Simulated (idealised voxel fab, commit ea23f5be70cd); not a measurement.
Process module name: voxel tone inversion
The width of the displayed cross-section, cut, is 145 nm; its cells are square, with a size of 5 nm.
Reading order for cross-sections: top band down to bottom band. Underlying form: a grid of square cells. Band size: one or more rows of cells.
Per band: top height and bottom height in nm, followed by the left-to-right materials and their widths in nm; "full width" marks a single material spanning edge to edge, "air" marks empty space.
Counting heights begins at 0, where everything beneath is, in the wafer as received, one material. The lowest band has no bottom; it goes on downwards, as "from 0 down" shows.
Quick explanation for "30..40": the width changes in equal steps down the rows of cells, from the first number in the band's top row to the second number in its bottom row.
"no modifications" -> step changed no cross-section cell.
Entry "Fully enclosed voids". Content: empty spaces with no open connection to the top, size 8 cells or greater. Each: width x height at distance. Distance: from left edge. Unit: nm.
Anything after a step's settings on that line? It's the simulator's own note about the step.
"overlay nm", when on a step's line for a step with a mask, measures how far to the right of its planned place the mask lay; a negative measure means to the left.

List of planned process steps:
1,RECEIVE | material Si
2,CONFORMAL_DEP | material SiCN | thk nm 10
3,DIRECTIONAL_DEP | material aC | thk nm 25
4,PATTERN | tone cover | mask id POSTS | material resist | width nm 25 | pitch nm 40 | thk nm 30 | overlay nm 0
5,DIRECTIONAL_ETCH | etch materials aC | depth nm 25
6,STRIP | etch materials resist
7,FILL_DEP | material SiO2 | thk nm 5
8,CMP | height nm 35
9,STRIP | etch materials aC
10,CONFORMAL_DEP | material TiN | thk nm 5
11,FILL_DEP | material Ru | thk nm 5
12,CMP | height nm 35
13,CONFORMAL_DEP | material SiCN | thk nm 5

Here's what the wafer looked like in cross-section when it arrived - that's after step 1:
  from 0 down  Si full width
  Fully enclosed voids: none

Module complete - cross-section of the first of two wafers, run according to plan:
  from 40 to 35  SiCN full width
  from 35 to 15  SiO2=40, then TiN=5, then Ru=15, then TiN=5, then SiO2=15, then TiN=5, then Ru=15, then TiN=5, then SiO2=40
  from 15 to 10  SiO2=40, then TiN=25, then SiO2=15, then TiN=25, then SiO2=40
  from 10 to 0  SiCN full width
  from 0 down  Si full width
  Fully enclosed voids: none

Here is the second of the two wafers cut open at the end of the module - same start, same plan as the first one, but we made one mistake running it:
  from 40 to 35  TiN full width
  from 35 to 15  SiO2=40, then TiN=5, then Ru=15, then TiN=5, then SiO2=15, then TiN=5, then Ru=15, then TiN=5, then SiO2=40
  from 15 to 10  SiO2=40, then TiN=25, then SiO2=15, then TiN=25, then SiO2=40
  from 10 to 0  SiCN full width
  from 0 down  Si full width
  Fully enclosed voids: none
Diagnosis: step 13: run off-plan, actual operation and settings CONFORMAL_DEP | material TiN | thk nm 5
The closing comparison, in cells, has the second wafer with more or fewer of some materials than the first: SiCN -29; TiN +29
